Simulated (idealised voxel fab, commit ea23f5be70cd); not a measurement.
The name of this process module is voxel wiring stack.
The cross-section on display is named cut; it measures 265 nm wide, and its cells are 5 nm squares.
We lay out every cross-section as a grid of square cells and spell it out in bands from the top down, where one band means one or more rows of cells.
Heads up on the band format: heights come first, top then bottom, in nm. After that it's the materials left to right, each with its width in nm. A single material flagged "edge to edge" fills the whole band edge to edge, and "empty" means there's empty space there.
Convention: height 0 is the level below which the wafer, as received, is all one material. The lowest band does not terminate at the bottom but continues downward, represented as "0 down".
Width spec "30 to 40" -> top row of cells at first value, bottom row at second value, equal per-row change in between.
Step note "remained unchanged" = no cross-section cell changed.
So "Catalogued sealed voids" is basically the list of trapped voids: any empty space of 8 cells or more that can't reach the top through an opening. They're written width x height at distance, the distance being from the left edge, and it's all nm.
It should be noted that, on the line of a given step, the content following the step's settings is a remark produced by the simulator itself with respect to that step.
You can add "overlay nm" to a step's line. For a step with a mask, it describes how far the mask lay to the right of its planned position, and a negative number describes a lay to the left.
In what follows, pairs of cross-sections are presented, each taken before and after one process step, with the after cross-section shown only down to the lowest band that was altered; the step, together with its settings, is stated below the pair. The pairs may stem from different runs of this module on the same starting wafer; accordingly, a pair should be taken as continuing from the one above it solely where its entry headed "Pre-step cross-section" indicates as much.
Pre-step cross-section
    160 to 155  60 TiN, 10 empty, 35 TiN, 10 empty, 35 TiN, 10 empty, 35 TiN, 10 empty, 60 TiN
    155 to 145  55 lowk, 5 TiN, 10 empty, 5 TiN, 25 lowk, 5 TiN, 10 empty, 5 TiN, 25 lowk, 5 TiN, 10 empty, 5 TiN, 25 lowk, 5 TiN, 10 empty, 5 TiN, 55 lowk
    145 to 140  55 lowk, 5 TiN, 5 empty, 10 TiN, 25 lowk, 5 TiN, 5 empty, 10 TiN, 25 lowk, 5 TiN, 5 empty, 10 TiN, 25 lowk, 5 TiN, 5 empty, 10 TiN, 55 lowk
    140 to 130  55 lowk, 5 TiN, 5 empty, 5 TiN, 30 lowk, 5 TiN, 5 empty, 5 TiN, 30 lowk, 5 TiN, 5 empty, 5 TiN, 30 lowk, 5 TiN, 5 empty, 5 TiN, 60 lowk
    130 to 125  55 SiCN, 15 TiN, 30 SiCN, 15 TiN, 30 SiCN, 15 TiN, 30 SiCN, 15 TiN, 60 SiCN
    125 to 100  55 SiO2, 20 Ru, 25 SiO2, 20 Ru, 25 SiO2, 20 Ru, 25 SiO2, 20 Ru, 55 SiO2
    100 to 95  55 SiO2, 20 TiN, 25 SiO2, 20 TiN, 25 SiO2, 20 TiN, 25 SiO2, 20 TiN, 55 SiO2
    95 to 80  55 SiO2, 15 Ru, 75 SiO2, 15 Ru, 105 SiO2
    80 to 75  55 SiCN, 15 Ru, 75 SiCN, 15 Ru, 105 SiCN
    75 to 65  45 lowk, 5 TiN, 20 Cu, 5 TiN, 15 lowk, 5 TiN, 20 Cu, 5 TiN, 15 lowk, 5 TiN, 20 Cu, 5 TiN, 15 lowk, 5 TiN, 20 Cu, 5 TiN, 55 lowk
    65 to 60  45 lowk, 30 TiN, 15 lowk, 30 TiN, 15 lowk, 30 TiN, 15 lowk, 30 TiN, 55 lowk
    60 to 45  55 lowk, 5 TiN, 40 lowk, 5 TiN, 40 lowk, 5 TiN, 40 lowk, 5 TiN, 70 lowk
    45 to 40  55 SiCN, 5 TiN, 40 SiCN, 5 TiN, 40 SiCN, 5 TiN, 40 SiCN, 5 TiN, 70 SiCN
    40 to 15  55 lowk, 5 TiN, 10 Cu, 5 TiN, 25 lowk, 5 TiN, 10 Cu, 5 TiN, 25 lowk, 5 TiN, 10 Cu, 5 TiN, 25 lowk, 5 TiN, 10 Cu, 5 TiN, 55 lowk
    15 to 10  55 SiCN, 20 TiN, 25 SiCN, 20 TiN, 25 SiCN, 20 TiN, 25 SiCN, 20 TiN, 55 SiCN
    10 to 0  SiO2 edge to edge
    0 down  Si edge to edge
    Catalogued sealed voids: none
Section, Post-Step
    170 to 160  Cu edge to edge
    160 to 155  60 TiN, 10 Cu, 35 TiN, 10 Cu, 35 TiN, 10 Cu, 35 TiN, 10 Cu, 60 TiN
    155 to 145  55 lowk, 5 TiN, 10 Cu, 5 TiN, 25 lowk, 5 TiN, 10 Cu, 5 TiN, 25 lowk, 5 TiN, 10 Cu, 5 TiN, 25 lowk, 5 TiN, 10 Cu, 5 TiN, 55 lowk
    145 to 140  55 lowk, 5 TiN, 5 Cu, 10 TiN, 25 lowk, 5 TiN, 5 Cu, 10 TiN, 25 lowk, 5 TiN, 5 Cu, 10 TiN, 25 lowk, 5 TiN, 5 Cu, 10 TiN, 55 lowk
    140 to 130  55 lowk, 5 TiN, 5 Cu, 5 TiN, 30 lowk, 5 TiN, 5 Cu, 5 TiN, 30 lowk, 5 TiN, 5 Cu, 5 TiN, 30 lowk, 5 TiN, 5 Cu, 5 TiN, 60 lowk
    below 130: unchanged
    Catalogued sealed voids: none
Relating the two cross-sections above, the step in between is FILL_DEP (material Cu; thk nm 10)
Pre-step cross-section: the state before this step is the cross-section shown after the step in the pair just above.
Section, Post-Step
    155 to 145  55 lowk, 5 TiN, 10 Cu, 5 TiN, 25 lowk, 5 TiN, 10 Cu, 5 TiN, 25 lowk, 5 TiN, 10 Cu, 5 TiN, 25 lowk, 5 TiN, 10 Cu, 5 TiN, 55 lowk
    below 145: unchanged
    Catalogued sealed voids: none
Relating the two cross-sections above, the step in between is CMP (height nm 155)
Pre-step cross-section: the state before this step is the cross-section shown after the step in the pair just above.
Section, Post-Step
    160 to 155  SiN edge to edge
    below 155: unchanged
    Catalogued sealed voids: none
Relating the two cross-sections above, the step in between is CONFORMAL_DEP (material SiN; thk nm 5)
Pre-step cross-section
    155 to 140  55 lowk, 20 empty, 25 lowk, 20 empty, 25 lowk, 20 empty, 25 lowk, 20 empty, 55 lowk
    140 to 130  55 lowk, 15 empty, 30 lowk, 15 empty, 30 lowk, 15 empty, 30 lowk, 15 empty, 60 lowk
    130 to 125  55 SiCN, 15 empty, 30 SiCN, 15 empty, 30 SiCN, 15 empty, 30 SiCN, 15 empty, 60 SiCN
    125 to 100  55 SiO2, 20 Ru, 25 SiO2, 20 Ru, 25 SiO2, 20 Ru, 25 SiO2, 20 Ru, 55 SiO2
    100 to 95  55 SiO2, 20 TiN, 25 SiO2, 20 TiN, 25 SiO2, 20 TiN, 25 SiO2, 20 TiN, 55 SiO2
    95 to 80  55 SiO2, 15 Ru, 75 SiO2, 15 Ru, 105 SiO2
    80 to 75  55 SiCN, 15 Ru, 75 SiCN, 15 Ru, 105 SiCN
    75 to 65  55 lowk, 5 TiN, 10 Cu, 5 TiN, 25 lowk, 5 TiN, 10 Cu, 5 TiN, 25 lowk, 5 TiN, 10 Cu, 5 TiN, 25 lowk, 5 TiN, 10 Cu, 5 TiN, 55 lowk
    65 to 60  55 lowk, 5 TiN, 5 Cu, 10 TiN, 25 lowk, 5 TiN, 5 Cu, 10 TiN, 25 lowk, 5 TiN, 5 Cu, 10 TiN, 25 lowk, 5 TiN, 5 Cu, 10 TiN, 55 lowk
    60 to 45  55 lowk, 5 TiN, 5 Cu, 5 TiN, 30 lowk, 5 TiN, 5 Cu, 5 TiN, 30 lowk, 5 TiN, 5 Cu, 5 TiN, 30 lowk, 5 TiN, 5 Cu, 5 TiN, 60 lowk
    45 to 40  55 SiCN, 15 TiN, 30 SiCN, 15 TiN, 30 SiCN, 15 TiN, 30 SiCN, 15 TiN, 60 SiCN
    40 to 15  55 lowk, 5 TiN, 10 Cu, 5 TiN, 25 lowk, 5 TiN, 10 Cu, 5 TiN, 25 lowk, 5 TiN, 10 Cu, 5 TiN, 25 lowk, 5 TiN, 10 Cu, 5 TiN, 55 lowk
    15 to 10  55 SiCN, 20 TiN, 25 SiCN, 20 TiN, 25 SiCN, 20 TiN, 25 SiCN, 20 TiN, 55 SiCN
    10 to 0  SiO2 edge to edge
    0 down  Si edge to edge
    Catalogued sealed voids: none
Section, Post-Step
    160 to 155  60 Ru, 10 empty, 35 Ru, 10 empty, 35 Ru, 10 empty, 35 Ru, 10 empty, 60 Ru
    155 to 145  55 lowk, 5 Ru, 10 empty, 5 Ru, 25 lowk, 5 Ru, 10 empty, 5 Ru, 25 lowk, 5 Ru, 10 empty, 5 Ru, 25 lowk, 5 Ru, 10 empty, 5 Ru, 55 lowk
    145 to 140  55 lowk, 5 Ru, 5 empty, 10 Ru, 25 lowk, 5 Ru, 5 empty, 10 Ru, 25 lowk, 5 Ru, 5 empty, 10 Ru, 25 lowk, 5 Ru, 5 empty, 10 Ru, 55 lowk
    140 to 130  55 lowk, 5 Ru, 5 empty, 5 Ru, 30 lowk, 5 Ru, 5 empty, 5 Ru, 30 lowk, 5 Ru, 5 empty, 5 Ru, 30 lowk, 5 Ru, 5 empty, 5 Ru, 60 lowk
    130 to 125  55 SiCN, 15 Ru, 30 SiCN, 15 Ru, 30 SiCN, 15 Ru, 30 SiCN, 15 Ru, 60 SiCN
    below 125: unchanged
    Catalogued sealed voids: none
Relating the two cross-sections above, the step in between is CONFORMAL_DEP (material Ru; thk nm 5)
Pre-step cross-section: the state before this step is the cross-section shown after the step in the pair just above.
Section, Post-Step
    170 to 160  Cu edge to edge
    160 to 155  60 Ru, 10 Cu, 35 Ru, 10 Cu, 35 Ru, 10 Cu, 35 Ru, 10 Cu, 60 Ru
    155 to 145  55 lowk, 5 Ru, 10 Cu, 5 Ru, 25 lowk, 5 Ru, 10 Cu, 5 Ru, 25 lowk, 5 Ru, 10 Cu, 5 Ru, 25 lowk, 5 Ru, 10 Cu, 5 Ru, 55 lowk
    145 to 140  55 lowk, 5 Ru, 5 Cu, 10 Ru, 25 lowk, 5 Ru, 5 Cu, 10 Ru, 25 lowk, 5 Ru, 5 Cu, 10 Ru, 25 lowk, 5 Ru, 5 Cu, 10 Ru, 55 lowk
    140 to 130  55 lowk, 5 Ru, 5 Cu, 5 Ru, 30 lowk, 5 Ru, 5 Cu, 5 Ru, 30 lowk, 5 Ru, 5 Cu, 5 Ru, 30 lowk, 5 Ru, 5 Cu, 5 Ru, 60 lowk
    below 130: unchanged
    Catalogued sealed voids: none
Relating the two cross-sections above, the step in between is FILL_DEP (material Cu; thk nm 10)
Pre-step cross-section: the state before this step is the cross-section shown after the step in the pair just above.
Section, Post-Step
    155 to 145  55 lowk, 5 Ru, 10 Cu, 5 Ru, 25 lowk, 5 Ru, 10 Cu, 5 Ru, 25 lowk, 5 Ru, 10 Cu, 5 Ru, 25 lowk, 5 Ru, 10 Cu, 5 Ru, 55 lowk
    below 145: unchanged
    Catalogued sealed voids: none
Relating the two cross-sections above, the step in between is CMP (height nm 155)
Pre-step cross-section: the state before this step is the cross-section shown after the step in the pair just above.
Section, Post-Step
    160 to 155  SiN edge to edge
    below 155: unchanged
    Catalogued sealed voids: none
Relating the two cross-sections above, the step in between is CONFORMAL_DEP (material SiN; thk nm 5)
Pre-step cross-section
    75 to 45  lowk edge to edge
    45 to 40  SiCN edge to edge
    40 to 15  55 lowk, 5 TiN, 10 Cu, 5 TiN, 25 lowk, 5 TiN, 10 Cu, 5 TiN, 25 lowk, 5 TiN, 10 Cu, 5 TiN, 25 lowk, 5 TiN, 10 Cu, 5 TiN, 55 lowk
    15 to 10  55 SiCN, 20 TiN, 25 SiCN, 20 TiN, 25 SiCN, 20 TiN, 25 SiCN, 20 TiN, 55 SiCN
    10 to 0  SiO2 edge to edge
    0 down  Si edge to edge
    Catalogued sealed voids: none
Section, Post-Step
    75 to 60  55 empty, 20 lowk, 25 empty, 20 lowk, 25 empty, 20 lowk, 25 empty, 20 lowk, 55 empty
    below 60: unchanged
    Catalogued sealed voids: none
Relating the two cross-sections above, the step in between is MASKED_ETCH (tone cover; mask id METAL_2; width nm 20; pitch nm 45; etch materials lowk; depth nm 15; overlay nm 0)
Pre-step cross-section: the state before this step is the cross-section shown after the step in the pair just above.
Section, Post-Step
    85 to 75  55 empty, 20 aC, 25 empty, 20 aC, 25 empty, 20 aC, 25 empty, 20 aC, 55 empty
    75 to 70  55 empty, 20 lowk, 25 empty, 20 lowk, 25 empty, 20 lowk, 25 empty, 20 lowk, 55 empty
    70 to 60  55 aC, 20 lowk, 25 aC, 20 lowk, 25 aC, 20 lowk, 25 aC, 20 lowk, 55 aC
    below 60: unchanged
    Catalogued sealed voids: none
Relating the two cross-sections above, the step in between is DIRECTIONAL_DEP (material aC; thk nm 10)
Pre-step cross-section: the state before this step is the cross-section shown after the step in the pair just above.
Section, Post-Step
    115 to 85  55 resist, 15 empty, 30 resist, 15 empty, 30 resist, 15 empty, 30 resist, 15 empty, 60 resist
    85 to 75  55 resist, 20 aC, 25 resist, 20 aC, 25 resist, 20 aC, 25 resist, 20 aC, 55 resist
    75 to 70  55 resist, 20 lowk, 25 resist, 20 lowk, 25 resist, 20 lowk, 25 resist, 20 lowk, 55 resist
    below 70: unchanged
    Catalogued sealed voids: none
Relating the two cross-sections above, the step in between is PATTERN (tone open; mask id METAL_2_HOLES; material resist; width nm 15; pitch nm 45; thk nm 30; overlay nm 0)
Pre-step cross-section: the state before this step is the cross-section shown after the step in the pair just above.
Section, Post-Step
    105 to 85  55 resist, 15 empty, 30 resist, 15 empty, 30 resist, 15 empty, 30 resist, 15 empty, 60 resist
    85 to 75  55 resist, 15 empty, 5 aC, 25 resist, 15 empty, 5 aC, 25 resist, 15 empty, 5 aC, 25 resist, 15 empty, 5 aC, 55 resist
    below 75: unchanged
    Catalogued sealed voids: none
Relating the two cross-sections above, the step in between is DIRECTIONAL_ETCH (etch materials aC; depth nm 10)
Pre-step cross-section: the state before this step is the cross-section shown after the step in the pair just above.
Section, Post-Step
    85 to 75  70 empty, 5 aC, 40 empty, 5 aC, 40 empty, 5 aC, 40 empty, 5 aC, 55 empty
    75 to 70  55 empty, 20 lowk, 25 empty, 20 lowk, 25 empty, 20 lowk, 25 empty, 20 lowk, 55 empty
    below 70: unchanged
    Catalogued sealed voids: none
Relating the two cross-sections above, the step in between is STRIP (etch materials resist)
Pre-step cross-section: the state before this step is the cross-section shown after the step in the pair just above.
Section, Post-Step
    85 to 75  70 empty, 5 aC, 40 empty, 5 aC, 40 empty, 5 aC, 40 empty, 5 aC, 55 empty
    75 to 70  70 empty, 5 lowk, 40 empty, 5 lowk, 40 empty, 5 lowk, 40 empty, 5 lowk, 55 empty
    70 to 60  55 aC, 15 empty, 5 lowk, 25 aC, 15 empty, 5 lowk, 25 aC, 15 empty, 5 lowk, 25 aC, 15 empty, 5 lowk, 55 aC
    below 60: unchanged
    Catalogued sealed voids: none
Relating the two cross-sections above, the step in between is DIRECTIONAL_ETCH (etch materials lowk; depth nm 15)
Pre-step cross-section: the state before this step is the cross-section shown after the step in the pair just above.
Section, Post-Step
    75 to 60  70 empty, 5 lowk, 40 empty, 5 lowk, 40 empty, 5 lowk, 40 empty, 5 lowk, 55 empty
    below 60: unchanged
    Catalogued sealed voids: none
Relating the two cross-sections above, the step in between is STRIP (etch materials aC)
Pre-step cross-section: the state before this step is the cross-section shown after the step in the pair just above.
Section, Post-Step
    80 to 75  65 empty, 15 TiN, 30 empty, 15 TiN, 30 empty, 15 TiN, 30 empty, 15 TiN, 50 empty
    75 to 65  65 empty, 5 TiN, 5 lowk, 5 TiN, 30 empty, 5 TiN, 5 lowk, 5 TiN, 30 empty, 5 TiN, 5 lowk, 5 TiN, 30 empty, 5 TiN, 5 lowk, 5 TiN, 50 empty
    65 to 60  70 TiN, 5 lowk, 40 TiN, 5 lowk, 40 TiN, 5 lowk, 40 TiN, 5 lowk, 55 TiN
    below 60: unchanged
    Catalogued sealed voids: none
Relating the two cross-sections above, the step in between is CONFORMAL_DEP (material TiN; thk nm 5)
Pre-step cross-section: the state before this step is the cross-section shown after the step in the pair just above.
Section, Post-Step
    90 to 80  Cu edge to edge
    80 to 75  65 Cu, 15 TiN, 30 Cu, 15 TiN, 30 Cu, 15 TiN, 30 Cu, 15 TiN, 50 Cu
    75 to 65  65 Cu, 5 TiN, 5 lowk, 5 TiN, 30 Cu, 5 TiN, 5 lowk, 5 TiN, 30 Cu, 5 TiN, 5 lowk, 5 TiN, 30 Cu, 5 TiN, 5 lowk, 5 TiN, 50 Cu
    below 65: unchanged
    Catalogued sealed voids: none
Relating the two cross-sections above, the step in between is FILL_DEP (material Cu; thk nm 10)
Pre-step cross-section: the state before this step is the cross-section shown after the step in the pair just above.
Section, Post-Step
    75 to 65  65 Cu, 5 TiN, 5 lowk, 5 TiN, 30 Cu, 5 TiN, 5 lowk, 5 TiN, 30 Cu, 5 TiN, 5 lowk, 5 TiN, 30 Cu, 5 TiN, 5 lowk, 5 TiN, 50 Cu
    below 65: unchanged
    Catalogued sealed voids: none
Relating the two cross-sections above, the step in between is CMP (height nm 75)
Pre-step cross-section: the state before this step is the cross-section shown after the step in the pair just above.
Section, Post-Step
    80 to 75  SiCN edge to edge
    below 75: unchanged
    Catalogued sealed voids: none
Relating the two cross-sections above, the step in between is CONFORMAL_DEP (material SiCN; thk nm 5)
Pre-step cross-section: the state before this step is the cross-section shown after the step in the pair just above.
Section, Post-Step
    95 to 80  SiO2 edge to edge
    below 80: unchanged
    Catalogued sealed voids: none
Relating the two cross-sections above, the step in between is DIRECTIONAL_DEP (material SiO2; thk nm 15)
Pre-step cross-section: the state before this step is the cross-section shown after the step in the pair just above.
Section, Post-Step
    110 to 95  aC edge to edge
    below 95: unchanged
    Catalogued sealed voids: none
Relating the two cross-sections above, the step in between is DIRECTIONAL_DEP (material aC; thk nm 15)
Pre-step cross-section: the state before this step is the cross-section shown after the step in the pair just above.
Section, Post-Step
    145 to 110  55 resist, 15 empty, 75 resist, 15 empty, 105 resist
    below 110: unchanged
    Catalogued sealed voids: none
Relating the two cross-sections above, the step in between is PATTERN (tone open; mask id PLUG_2; material resist; width nm 15; pitch nm 90; thk nm 35; overlay nm 0)
Pre-step cross-section: the state before this step is the cross-section shown after the step in the pair just above.
Section, Post-Step
    130 to 110  55 resist, 15 empty, 75 resist, 15 empty, 105 resist
    110 to 95  55 aC, 15 empty, 75 aC, 15 empty, 105 aC
    below 95: unchanged
    Catalogued sealed voids: none
Relating the two cross-sections above, the step in between is DIRECTIONAL_ETCH (etch materials aC; depth nm 15)
Pre-step cross-section: the state before this step is the cross-section shown after the step in the pair just above.
Section, Post-Step
    110 to 95  55 aC, 15 empty, 75 aC, 15 empty, 105 aC
    below 95: unchanged
    Catalogued sealed voids: none
Relating the two cross-sections above, the step in between is STRIP (etch materials resist)
Pre-step cross-section: the state before this step is the cross-section shown after the step in the pair just above.
Section, Post-Step
    110 to 95  55 aC, 15 empty, 75 aC, 15 empty, 105 aC
    95 to 80  55 SiO2, 15 empty, 75 SiO2, 15 empty, 105 SiO2
    below 80: unchanged
    Catalogued sealed voids: none
Relating the two cross-sections above, the step in between is DIRECTIONAL_ETCH (etch materials SiO2; depth nm 15)
Pre-step cross-section: the state before this step is the cross-section shown after the step in the pair just above.
Section, Post-Step
    110 to 95  55 aC, 15 empty, 75 aC, 15 empty, 105 aC
    95 to 80  55 SiO2, 15 empty, 75 SiO2, 15 empty, 105 SiO2
    80 to 75  55 SiCN, 15 empty, 75 SiCN, 15 empty, 105 SiCN
    below 75: unchanged
    Catalogued sealed voids: none
Relating the two cross-sections above, the step in between is DIRECTIONAL_ETCH (etch materials SiCN; depth nm 5)
Pre-step cross-section: the state before this step is the cross-section shown after the step in the pair just above.
Section, Post-Step
    95 to 80  55 SiO2, 15 empty, 75 SiO2, 15 empty, 105 SiO2
    below 80: unchanged
    Catalogued sealed voids: none
Relating the two cross-sections above, the step in between is STRIP (etch materials aC)
Pre-step cross-section: the state before this step is the cross-section shown after the step in the pair just above.
Section, Post-Step
    95 to 85  55 SiO2, 15 empty, 75 SiO2, 15 empty, 105 SiO2
    85 to 80  55 SiO2, 15 Ru, 75 SiO2, 15 Ru, 105 SiO2
    80 to 75  55 SiCN, 15 Ru, 75 SiCN, 15 Ru, 105 SiCN
    below 75: unchanged
    Catalogued sealed voids: none
Relating the two cross-sections above, the step in between is EPI (material Ru; thk nm 10)
Pre-step cross-section: the state before this step is the cross-section shown after the step in the pair just above.
Section, Post-Step
    95 to 80  55 SiO2, 15 Ru, 75 SiO2, 15 Ru, 105 SiO2
    below 80: unchanged
    Catalogued sealed voids: none
Relating the two cross-sections above, the step in between is EPI (material Ru; thk nm 10)
Pre-step cross-section: the state before this step is the cross-section shown after the step in the pair just above.
Section, Post-Step
    100 to 95  TiN edge to edge
    below 95: unchanged
    Catalogued sealed voids: none
Relating the two cross-sections above, the step in between is DIRECTIONAL_DEP (material TiN; thk nm 5)
Pre-step cross-section: the state before this step is the cross-section shown after the step in the pair just above.
Section, Post-Step
    125 to 100  Ru edge to edge
    below 100: unchanged
    Catalogued sealed voids: none
Relating the two cross-sections above, the step in between is DIRECTIONAL_DEP (material Ru; thk nm 25)
Pre-step cross-section: the state before this step is the cross-section shown after the step in the pair just above.
Section, Post-Step
    125 to 100  55 empty, 20 Ru, 25 empty, 20 Ru, 25 empty, 20 Ru, 25 empty, 20 Ru, 55 empty
    below 100: unchanged
    Catalogued sealed voids: none
Relating the two cross-sections above, the step in between is MASKED_ETCH (tone cover; mask id METAL_3; width nm 20; pitch nm 45; etch materials Ru; depth nm 25; overlay nm 0)
Pre-step cross-section: the state before this step is the cross-section shown after the step in the pair just above.
Section, Post-Step
    125 to 100  55 empty, 20 Ru, 25 empty, 20 Ru, 25 empty, 20 Ru, 25 empty, 20 Ru, 55 empty
    100 to 95  55 empty, 20 TiN, 25 empty, 20 TiN, 25 empty, 20 TiN, 25 empty, 20 TiN, 55 empty
    below 95: unchanged
    Catalogued sealed voids: none
Relating the two cross-sections above, the step in between is MASKED_ETCH (tone cover; mask id METAL_3; width nm 20; pitch nm 45; etch materials TiN; depth nm 5; overlay nm 0)
Pre-step cross-section: the state before this step is the cross-section shown after the step in the pair just above.
Section, Post-Step
    135 to 125  SiO2 edge to edge
    125 to 100  55 SiO2, 20 Ru, 25 SiO2, 20 Ru, 25 SiO2, 20 Ru, 25 SiO2, 20 Ru, 55 SiO2
    100 to 95  55 SiO2, 20 TiN, 25 SiO2, 20 TiN, 25 SiO2, 20 TiN, 25 SiO2, 20 TiN, 55 SiO2
    below 95: unchanged
    Catalogued sealed voids: none
Relating the two cross-sections above, the step in between is FILL_DEP (material SiO2; thk nm 10)
Pre-step cross-section: the state before this step is the cross-section shown after the step in the pair just above.
Section, Post-Step
    125 to 100  55 SiO2, 20 Ru, 25 SiO2, 20 Ru, 25 SiO2, 20 Ru, 25 SiO2, 20 Ru, 55 SiO2
    below 100: unchanged
    Catalogued sealed voids: none
Relating the two cross-sections above, the step in between is CMP (height nm 125)
Pre-step cross-section: the state before this step is the cross-section shown after the step in the pair just above.
Section, Post-Step
    130 to 125  SiCN edge to edge
    below 125: unchanged
    Catalogued sealed voids: none
Relating the two cross-sections above, the step in between is CONFORMAL_DEP (material SiCN; thk nm 5)
Pre-step cross-section: the state before this step is the cross-section shown after the step in the pair just above.
Section, Post-Step
    155 to 130  lowk edge to edge
    below 130: unchanged
    Catalogued sealed voids: none
Relating the two cross-sections above, the step in between is DIRECTIONAL_DEP (material lowk; thk nm 25)
Pre-step cross-section: the state before this step is the cross-section shown after the step in the pair just above.
Section, Post-Step
    155 to 130  55 lowk, 15 empty, 30 lowk, 15 empty, 30 lowk, 15 empty, 30 lowk, 15 empty, 60 lowk
    below 130: unchanged
    Catalogued sealed voids: none
Relating the two cross-sections above, the step in between is MASKED_ETCH (tone open; mask id METAL_4_HOLES; width nm 15; pitch nm 45; etch materials lowk; depth nm 25; overlay nm 0)
Pre-step cross-section: the state before this step is the cross-section shown after the step in the pair just above.
Section, Post-Step
    170 to 155  55 resist, 20 empty, 25 resist, 20 empty, 25 resist, 20 empty, 25 resist, 20 empty, 55 resist
    below 155: unchanged
    Catalogued sealed voids: none
Relating the two cross-sections above, the step in between is PATTERN (tone open; mask id METAL_4; material resist; width nm 20; pitch nm 45; thk nm 15; overlay nm 0)
Pre-step cross-section: the state before this step is the cross-section shown after the step in the pair just above.
Section, Post-Step
    170 to 155  55 resist, 20 empty, 25 resist, 20 empty, 25 resist, 20 empty, 25 resist, 20 empty, 55 resist
    155 to 140  55 lowk, 20 empty, 25 lowk, 20 empty, 25 lowk, 20 empty, 25 lowk, 20 empty, 55 lowk
    below 140: unchanged
    Catalogued sealed voids: none
Relating the two cross-sections above, the step in between is DIRECTIONAL_ETCH (etch materials lowk; depth nm 15)
Pre-step cross-section: the state before this step is the cross-section shown after the step in the pair just above.
Section, Post-Step
    170 to 155  55 resist, 20 empty, 25 resist, 20 empty, 25 resist, 20 empty, 25 resist, 20 empty, 55 resist
    155 to 140  55 lowk, 20 empty, 25 lowk, 20 empty, 25 lowk, 20 empty, 25 lowk, 20 empty, 55 lowk
    140 to 130  55 lowk, 15 empty, 30 lowk, 15 empty, 30 lowk, 15 empty, 30 lowk, 15 empty, 60 lowk
    130 to 125  55 SiCN, 15 empty, 30 SiCN, 15 empty, 30 SiCN, 15 empty, 30 SiCN, 15 empty, 60 SiCN
    below 125: unchanged
    Catalogued sealed voids: none
Relating the two cross-sections above, the step in between is DIRECTIONAL_ETCH (etch materials SiCN; depth nm 5)
Pre-step cross-section: the state before this step is the cross-section shown after the step in the pair just above.
Section, Post-Step
    155 to 140  55 lowk, 20 empty, 25 lowk, 20 empty, 25 lowk, 20 empty, 25 lowk, 20 empty, 55 lowk
    below 140: unchanged
    Catalogued sealed voids: none
Relating the two cross-sections above, the step in between is STRIP (etch materials resist)
Pre-step cross-section: the state before this step is the cross-section shown after the step in the pair just above.
Section, Post-Step
    160 to 155  60 TiN, 10 empty, 35 TiN, 10 empty, 35 TiN, 10 empty, 35 TiN, 10 empty, 60 TiN
    155 to 145  55 lowk, 5 TiN, 10 empty, 5 TiN, 25 lowk, 5 TiN, 10 empty, 5 TiN, 25 lowk, 5 TiN, 10 empty, 5 TiN, 25 lowk, 5 TiN, 10 empty, 5 TiN, 55 lowk
    145 to 140  55 lowk, 5 TiN, 5 empty, 10 TiN, 25 lowk, 5 TiN, 5 empty, 10 TiN, 25 lowk, 5 TiN, 5 empty, 10 TiN, 25 lowk, 5 TiN, 5 empty, 10 TiN, 55 lowk
    140 to 130  55 lowk, 5 TiN, 5 empty, 5 TiN, 30 lowk, 5 TiN, 5 empty, 5 TiN, 30 lowk, 5 TiN, 5 empty, 5 TiN, 30 lowk, 5 TiN, 5 empty, 5 TiN, 60 lowk
    130 to 125  55 SiCN, 15 TiN, 30 SiCN, 15 TiN, 30 SiCN, 15 TiN, 30 SiCN, 15 TiN, 60 SiCN
    below 125: unchanged
    Catalogued sealed voids: none
Relating the two cross-sections above, the step in between is CONFORMAL_DEP (material TiN; thk nm 5)
Pre-step cross-section: the state before this step is the cross-section shown after the step in the pair just above.
Section, Post-Step
    170 to 160  Cu edge to edge
    160 to 155  60 TiN, 10 Cu, 35 TiN, 10 Cu, 35 TiN, 10 Cu, 35 TiN, 10 Cu, 60 TiN
    155 to 145  55 lowk, 5 TiN, 10 Cu, 5 TiN, 25 lowk, 5 TiN, 10 Cu, 5 TiN, 25 lowk, 5 TiN, 10 Cu, 5 TiN, 25 lowk, 5 TiN, 10 Cu, 5 TiN, 55 lowk
    145 to 140  55 lowk, 5 TiN, 5 Cu, 10 TiN, 25 lowk, 5 TiN, 5 Cu, 10 TiN, 25 lowk, 5 TiN, 5 Cu, 10 TiN, 25 lowk, 5 TiN, 5 Cu, 10 TiN, 55 lowk
    140 to 130  55 lowk, 5 TiN, 5 Cu, 5 TiN, 30 lowk, 5 TiN, 5 Cu, 5 TiN, 30 lowk, 5 TiN, 5 Cu, 5 TiN, 30 lowk, 5 TiN, 5 Cu, 5 TiN, 60 lowk
    below 130: unchanged
    Catalogued sealed voids: none
Relating the two cross-sections above, the step in between is FILL_DEP (material Cu; thk nm 10)
Pre-step cross-section: the state before this step is the cross-section shown after the step in the pair just above.
Section, Post-Step
    155 to 145  55 lowk, 5 TiN, 10 Cu, 5 TiN, 25 lowk, 5 TiN, 10 Cu, 5 TiN, 25 lowk, 5 TiN, 10 Cu, 5 TiN, 25 lowk, 5 TiN, 10 Cu, 5 TiN, 55 lowk
    below 145: unchanged
    Catalogued sealed voids: none
Relating the two cross-sections above, the step in between is CMP (height nm 155)
Pre-step cross-section: the state before this step is the cross-section shown after the step in the pair just above.
Section, Post-Step
    160 to 155  SiN edge to edge
    below 155: unchanged
    Catalogued sealed voids: none
Relating the two cross-sections above, the step in between is CONFORMAL_DEP (material SiN; thk nm 5)
